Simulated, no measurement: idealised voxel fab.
process module | voxel lift off
cross-section cut | 175 nm wide | cells 5 nm
A cross-section is a grid of square cells, given in bands from the top down. A band is one or more rows of cells.
Each band's line starts with the height of the band's top and of its bottom, in nm. Then come its materials from left to right, each with its width in nm. One material with "throughout" fills the band from edge to edge. "air" is empty space.
Height 0 is the level under which the wafer as received is all one material. The lowest band goes on downwards, as in "0 down".
A width such as "30 to 40" changes by the same amount from each row of cells to the next, from the band's top row to its bottom row.
"no change" after a step means that no cell of the cross-section changed.
closed voids: empty space of 8 cells or more with no open way to the top, each as width x height at its distance from the left edge, in nm
after a step's settings: what the simulator itself notes on the step
overlay nm, on a step with a mask: how far to the right of its planned place the mask lay; to the left if negative
plan
1 op RECEIVE | material Si
2 op CONFORMAL_DEP | material SiO2 | thk nm 15
3 op PATTERN | tone open | mask id LINES | material resist | width nm 30 | pitch nm 45 | thk nm 30 | overlay nm 0
4 op DIRECTIONAL_DEP | material Ru | thk nm 15
5 op STRIP | etch materials resist
6 op CONFORMAL_DEP | material SiO2 | thk nm 5
as received, after step 1
  0 down: Si throughout
  closed voids: none
first wafer at the end, as planned
  35 to 30: air 45 | SiO2 40 | air 5 | SiO2 40 | air 45
  30 to 20: air 45 | SiO2 5 | Ru 30 | SiO2 5 | air 5 | SiO2 5 | Ru 30 | SiO2 5 | air 45
  20 to 15: SiO2 50 | Ru 30 | SiO2 15 | Ru 30 | SiO2 50
  15 to 0: SiO2 throughout
  0 down: Si throughout
  closed voids: none
second wafer at the end: like start, like plan, one mistake
  35 to 30: SiO2 55 | air 20 | SiO2 25 | air 20 | SiO2 55
  30 to 20: Ru 50 | SiO2 5 | air 20 | SiO2 5 | Ru 15 | SiO2 5 | air 20 | SiO2 5 | Ru 50
  20 to 15: Ru 50 | SiO2 30 | Ru 15 | SiO2 30 | Ru 50
  15 to 0: SiO2 throughout
  0 down: Si throughout
  closed voids: none
what went wrong: step 3 ran as: op PATTERN | tone cover | mask id LINES | material resist | width nm 30 | pitch nm 45 | thk nm 30 | overlay nm 0
at the end the second wafer has, in cells: 33 more of Ru
